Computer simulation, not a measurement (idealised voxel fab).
A process module follows: voxel gate over fins.
Shown is cross-section cut, with a width of 175 nm and square cells of size 5 nm.
Cross-section layout: square cells on a grid; listed as bands, top to bottom; a band spans one or more cell rows. It is stipulated that each band's entry specify, in nanometres, the height of the top of the band and then that of its bottom, followed by the materials of the band in left-to-right sequence, each together with its width in nanometres. A single material marked by the word "throughout" is understood to fill the band from edge to edge; the word "blank" is understood to denote empty space. Below 0: as-received wafer, all one material; heights counted from there. Lowest band: no bottom, goes on down, written "0 and below". Note: "30 to 40" means the width goes from the first number (top row of the band) to the second number (bottom row) in equal steps per row of cells. Step marked "nothing different"? Then no cell in the cross-section changed in it. Any empty space of 8 cells or more lacking an open way to the top shows up in "Closed void inventory" as width x height at distance, distance from the left edge, in nm. Past the settings on a step's line: simulator remark, on that step. Each step line may optionally specify "overlay nm", which for a step with a mask gives the rightward distance between the mask's planned place and where it lay, a negative value indicating the leftward direction. Reading guide: pairs of cross-sections, before and after one process step; after view cut off at lowest changed band; step and settings listed under each pair. Pairs may stem from different runs of this module on the same starting wafer; continuity with the pair above only where the "Status quo ante" entry states it.

**Status quo ante**
  5 down to 0  blank 25, SiN 15, blank 25, SiN 15, blank 25, SiN 15, blank 25, SiN 15, blank 15
  0 down to -15  blank 25, Si 15, blank 25, Si 15, blank 25, Si 15, blank 25, Si 15, blank 15
  -15 down to -40  SiO2 25, Si 15, SiO2 25, Si 15, SiO2 25, Si 15, SiO2 25, Si 15, SiO2 15
  -40 and below  Si throughout
  Closed void inventory: none

**Cross-Section Thereafter**
  0 down to -15  blank 25, Si 15, blank 25, Si 15, blank 25, Si 15, blank 25, Si 15, blank 15
  Lower than -15, everything is as it was.
  Closed void inventory: none
The structure goes from the before cross-section above to the after cross-section through op STRIP | etch materials SiN

Status quo ante: as shown after the step in the preceding pair, directly above.

**Cross-Section Thereafter**
  5 down to 0  blank 20, HfO2 25, blank 15, HfO2 25, blank 15, HfO2 25, blank 15, HfO2 25, blank 10
  0 down to -10  blank 20, HfO2 5, Si 15, HfO2 5, blank 15, HfO2 5, Si 15, HfO2 5, blank 15, HfO2 5, Si 15, HfO2 5, blank 15, HfO2 5, Si 15, HfO2 5, blank 10
  -10 down to -15  HfO2 25, Si 15, HfO2 25, Si 15, HfO2 25, Si 15, HfO2 25, Si 15, HfO2 15
  Lower than -15, everything is as it was.
  Closed void inventory: none
The structure goes from the before cross-section above to the after cross-section through op CONFORMAL_DEP | material HfO2 | thk nm 5

Status quo ante: as shown after the step in the preceding pair, directly above.

**Cross-Section Thereafter**
  10 down to 5  blank 15, TiN 35, blank 5, TiN 35, blank 5, TiN 35, blank 5, TiN 35, blank 5
  5 down to 0  blank 15, TiN 5, HfO2 25, TiN 5, blank 5, TiN 5, HfO2 25, TiN 5, blank 5, TiN 5, HfO2 25, TiN 5, blank 5, TiN 5, HfO2 25, TiN 5, blank 5
  0 down to -5  blank 15, TiN 5, HfO2 5, Si 15, HfO2 5, TiN 5, blank 5, TiN 5, HfO2 5, Si 15, HfO2 5, TiN 5, blank 5, TiN 5, HfO2 5, Si 15, HfO2 5, TiN 5, blank 5, TiN 5, HfO2 5, Si 15, HfO2 5, TiN 5, blank 5
  -5 down to -10  TiN 20, HfO2 5, Si 15, HfO2 5, TiN 15, HfO2 5, Si 15, HfO2 5, TiN 15, HfO2 5, Si 15, HfO2 5, TiN 15, HfO2 5, Si 15, HfO2 5, TiN 10
  Lower than -10, everything is as it was.
  Closed void inventory: none
The structure goes from the before cross-section above to the after cross-section through op CONFORMAL_DEP | material TiN | thk nm 5

Status quo ante: as shown after the step in the preceding pair, directly above.

**Cross-Section Thereafter**
  25 down to 10  W throughout
  10 down to 5  W 15, TiN 35, W 5, TiN 35, W 5, TiN 35, W 5, TiN 35, W 5
  5 down to 0  W 15, TiN 5, HfO2 25, TiN 5, W 5, TiN 5, HfO2 25, TiN 5, W 5, TiN 5, HfO2 25, TiN 5, W 5, TiN 5, HfO2 25, TiN 5, W 5
  0 down to -5  W 15, TiN 5, HfO2 5, Si 15, HfO2 5, TiN 5, W 5, TiN 5, HfO2 5, Si 15, HfO2 5, TiN 5, W 5, TiN 5, HfO2 5, Si 15, HfO2 5, TiN 5, W 5, TiN 5, HfO2 5, Si 15, HfO2 5, TiN 5, W 5
  Lower than -5, everything is as it was.
  Closed void inventory: none
The structure goes from the before cross-section above to the after cross-section through op FILL_DEP | material W | thk nm 15

Status quo ante: as shown after the step in the preceding pair, directly above.

**Cross-Section Thereafter**
  20 down to 10  W throughout
  Lower than 10, everything is as it was.
  Closed void inventory: none
The structure goes from the before cross-section above to the after cross-section through op CMP | height nm 20

Status quo ante: as shown after the step in the preceding pair, directly above.

**Cross-Section Thereafter**
  25 down to 20  SiN throughout
  Lower than 20, everything is as it was.
  Closed void inventory: none
The structure goes from the before cross-section above to the after cross-section through op CONFORMAL_DEP | material SiN | thk nm 5

**Status quo ante**
  0 down to -15  blank 20, Si 15, blank 25, Si 15, blank 25, Si 15, blank 25, Si 15, blank 20
  -15 down to -40  SiO2 20, Si 15, SiO2 25, Si 15, SiO2 25, Si 15, SiO2 25, Si 15, SiO2 20
  -40 and below  Si throughout
  Closed void inventory: none

**Cross-Section Thereafter**
  5 down to 0  blank 15, SiO2 25, blank 15, SiO2 25, blank 15, SiO2 25, blank 15, SiO2 25, blank 15
  0 down to -10  blank 15, SiO2 5, Si 15, SiO2 5, blank 15, SiO2 5, Si 15, SiO2 5, blank 15, SiO2 5, Si 15, SiO2 5, blank 15, SiO2 5, Si 15, SiO2 5, blank 15
  -10 down to -40  SiO2 20, Si 15, SiO2 25, Si 15, SiO2 25, Si 15, SiO2 25, Si 15, SiO2 20
  Lower than -40, everything is as it was.
  Closed void inventory: none
The structure goes from the before cross-section above to the after cross-section through op CONFORMAL_DEP | material SiO2 | thk nm 5

Status quo ante: as shown after the step in the preceding pair, directly above.

**Cross-Section Thereafter**
  10 down to 5  blank 10, TiN 35, blank 5, TiN 35, blank 5, TiN 35, blank 5, TiN 35, blank 10
  5 down to 0  blank 10, TiN 5, SiO2 25, TiN 5, blank 5, TiN 5, SiO2 25, TiN 5, blank 5, TiN 5, SiO2 25, TiN 5, blank 5, TiN 5, SiO2 25, TiN 5, blank 10
  0 down to -5  blank 10, TiN 5, SiO2 5, Si 15, SiO2 5, TiN 5, blank 5, TiN 5, SiO2 5, Si 15, SiO2 5, TiN 5, blank 5, TiN 5, SiO2 5, Si 15, SiO2 5, TiN 5, blank 5, TiN 5, SiO2 5, Si 15, SiO2 5, TiN 5, blank 10
  -5 down to -10  TiN 15, SiO2 5, Si 15, SiO2 5, TiN 15, SiO2 5, Si 15, SiO2 5, TiN 15, SiO2 5, Si 15, SiO2 5, TiN 15, SiO2 5, Si 15, SiO2 5, TiN 15
  Lower than -10, everything is as it was.
  Closed void inventory: none
The structure goes from the before cross-section above to the after cross-section through op CONFORMAL_DEP | material TiN | thk nm 5

Status quo ante: as shown after the step in the preceding pair, directly above.

**Cross-Section Thereafter**
  25 down to 10  W throughout
  10 down to 5  W 10, TiN 35, W 5, TiN 35, W 5, TiN 35, W 5, TiN 35, W 10
  5 down to 0  W 10, TiN 5, SiO2 25, TiN 5, W 5, TiN 5, SiO2 25, TiN 5, W 5, TiN 5, SiO2 25, TiN 5, W 5, TiN 5, SiO2 25, TiN 5, W 10
  0 down to -5  W 10, TiN 5, SiO2 5, Si 15, SiO2 5, TiN 5, W 5, TiN 5, SiO2 5, Si 15, SiO2 5, TiN 5, W 5, TiN 5, SiO2 5, Si 15, SiO2 5, TiN 5, W 5, TiN 5, SiO2 5, Si 15, SiO2 5, TiN 5, W 10
  Lower than -5, everything is as it was.
  Closed void inventory: none
The structure goes from the before cross-section above to the after cross-section through op FILL_DEP | material W | thk nm 15

Status quo ante: as shown after the step in the preceding pair, directly above.

**Cross-Section Thereafter**
  20 down to 10  W throughout
  Lower than 10, everything is as it was.
  Closed void inventory: none
The structure goes from the before cross-section above to the after cross-section through op CMP | height nm 20

Status quo ante: as shown after the step in the preceding pair, directly above.

**Cross-Section Thereafter**
  25 down to 20  SiN throughout
  Lower than 20, everything is as it was.
  Closed void inventory: none
The structure goes from the before cross-section above to the after cross-section through op CONFORMAL_DEP | material SiN | thk nm 5

**Status quo ante**
  15 down to 5  aC throughout
  5 down to 0  SiN throughout
  0 and below  Si throughout
  Closed void inventory: none

**Cross-Section Thereafter**
  40 down to 15  resist 20, blank 15, resist 25, blank 15, resist 25, blank 15, resist 25, blank 15, resist 20
  Lower than 15, everything is as it was.
  Closed void inventory: none
The structure goes from the before cross-section above to the after cross-section through op PATTERN | tone open | mask id FINS | material resist | width nm 15 | pitch nm 40 | thk nm 25 | overlay nm 0

Status quo ante: as shown after the step in the preceding pair, directly above.

**Cross-Section Thereafter**
  30 down to 15  resist 20, blank 15, resist 25, blank 15, resist 25, blank 15, resist 25, blank 15, resist 20
  15 down to 5  aC 20, blank 15, aC 25, blank 15, aC 25, blank 15, aC 25, blank 15, aC 20
  Lower than 5, everything is as it was.
  Closed void inventory: none
The structure goes from the before cross-section above to the after cross-section through op DIRECTIONAL_ETCH | etch materials aC | depth nm 10

Status quo ante: as shown after the step in the preceding pair, directly above.

**Cross-Section Thereafter**
  15 down to 5  aC 20, blank 15, aC 25, blank 15, aC 25, blank 15, aC 25, blank 15, aC 20
  Lower than 5, everything is as it was.
  Closed void inventory: none
The structure goes from the before cross-section above to the after cross-section through op STRIP | etch materials resist

Status quo ante: as shown after the step in the preceding pair, directly above.

**Cross-Section Thereafter**
  15 down to 5  aC 20, blank 15, aC 25, blank 15, aC 25, blank 15, aC 25, blank 15, aC 20
  5 down to 0  SiN 20, blank 15, SiN 25, blank 15, SiN 25, blank 15, SiN 25, blank 15, SiN 20
  Lower than 0, everything is as it was.
  Closed void inventory: none
The structure goes from the before cross-section above to the after cross-section through op DIRECTIONAL_ETCH | etch materials SiN | depth nm 5

Status quo ante: as shown after the step in the preceding pair, directly above.

**Cross-Section Thereafter**
  15 down to 5  aC 20, blank 15, aC 25, blank 15, aC 25, blank 15, aC 25, blank 15, aC 20
  5 down to 0  SiN 20, blank 15, SiN 25, blank 15, SiN 25, blank 15, SiN 25, blank 15, SiN 20
  0 down to -40  Si 20, blank 15, Si 25, blank 15, Si 25, blank 15, Si 25, blank 15, Si 20
  Lower than -40, everything is as it was.
  Closed void inventory: none
The structure goes from the before cross-section above to the after cross-section through op DIRECTIONAL_ETCH | etch materials Si | depth nm 40

Status quo ante: as shown after the step in the preceding pair, directly above.

**Cross-Section Thereafter**
  5 down to 0  SiN 20, blank 15, SiN 25, blank 15, SiN 25, blank 15, SiN 25, blank 15, SiN 20
  Lower than 0, everything is as it was.
  Closed void inventory: none
The structure goes from the before cross-section above to the after cross-section through op STRIP | etch materials aC

Status quo ante: as shown after the step in the preceding pair, directly above.

**Cross-Section Thereafter**
  10 down to 5  SiO2 throughout
  5 down to 0  SiN 20, SiO2 15, SiN 25, SiO2 15, SiN 25, SiO2 15, SiN 25, SiO2 15, SiN 20
  0 down to -40  Si 20, SiO2 15, Si 25, SiO2 15, Si 25, SiO2 15, Si 25, SiO2 15, Si 20
  Lower than -40, everything is as it was.
  Closed void inventory: none
The structure goes from the before cross-section above to the after cross-section through op FILL_DEP | material SiO2 | thk nm 5

Status quo ante: as shown after the step in the preceding pair, directly above.

**Cross-Section Thereafter**
  5 down to 0  SiN 20, SiO2 15, SiN 25, SiO2 15, SiN 25, SiO2 15, SiN 25, SiO2 15, SiN 20
  Lower than 0, everything is as it was.
  Closed void inventory: none
The structure goes from the before cross-section above to the after cross-section through op CMP | height nm 5

Status quo ante: as shown after the step in the preceding pair, directly above.

**Cross-Section Thereafter**
  5 down to 0  SiN 20, blank 15, SiN 25, blank 15, SiN 25, blank 15, SiN 25, blank 15, SiN 20
  0 down to -15  Si 20, blank 15, Si 25, blank 15, Si 25, blank 15, Si 25, blank 15, Si 20
  Lower than -15, everything is as it was.
  Closed void inventory: none
The structure goes from the before cross-section above to the after cross-section through op SELECTIVE_ETCH | etch materials SiO2 | depth nm 20

Status quo ante: as shown after the step in the preceding pair, directly above.

**Cross-Section Thereafter**
  0 down to -15  Si 20, blank 15, Si 25, blank 15, Si 25, blank 15, Si 25, blank 15, Si 20
  Lower than -15, everything is as it was.
  Closed void inventory: none
The structure goes from the before cross-section above to the after cross-section through op STRIP | etch materials SiN

Status quo ante: as shown after the step in the preceding pair, directly above.

**Cross-Section Thereafter**
  5 down to 0  HfO2 25, blank 5, HfO2 35, blank 5, HfO2 35, blank 5, HfO2 35, blank 5, HfO2 25
  0 down to -10  Si 20, HfO2 5, blank 5, HfO2 5, Si 25, HfO2 5, blank 5, HfO2 5, Si 25, HfO2 5, blank 5, HfO2 5, Si 25, HfO2 5, blank 5, HfO2 5, Si 20
  -10 down to -15  Si 20, HfO2 15, Si 25, HfO2 15, Si 25, HfO2 15, Si 25, HfO2 15, Si 20
  Lower than -15, everything is as it was.
  Closed void inventory: none
The structure goes from the before cross-section above to the after cross-section through op CONFORMAL_DEP | material HfO2 | thk nm 5

Status quo ante: as shown after the step in the preceding pair, directly above.

**Cross-Section Thereafter**
  10 down to 5  TiN throughout
  5 down to 0  HfO2 25, TiN 5, HfO2 35, TiN 5, HfO2 35, TiN 5, HfO2 35, TiN 5, HfO2 25
  0 down to -10  Si 20, HfO2 5, TiN 5, HfO2 5, Si 25, HfO2 5, TiN 5, HfO2 5, Si 25, HfO2 5, TiN 5, HfO2 5, Si 25, HfO2 5, TiN 5, HfO2 5, Si 20
  Lower than -10, everything is as it was.
  Closed void inventory: none
The structure goes from the before cross-section above to the after cross-section through op CONFORMAL_DEP | material TiN | thk nm 5

Status quo ante: as shown after the step in the preceding pair, directly above.

**Cross-Section Thereafter**
  25 down to 10  W throughout
  Lower than 10, everything is as it was.
  Closed void inventory: none
The structure goes from the before cross-section above to the after cross-section through op FILL_DEP | material W | thk nm 15

Status quo ante: as shown after the step in the preceding pair, directly above.

**Cross-Section Thereafter**
  20 down to 10  W throughout
  Lower than 10, everything is as it was.
  Closed void inventory: none
The structure goes from the before cross-section above to the after cross-section through op CMP | height nm 20

Status quo ante: as shown after the step in the preceding pair, directly above.

**Cross-Section Thereafter**
  25 down to 20  SiN throughout
  Lower than 20, everything is as it was.
  Closed void inventory: none
The structure goes from the before cross-section above to the after cross-section through op CONFORMAL_DEP | material SiN | thk nm 5
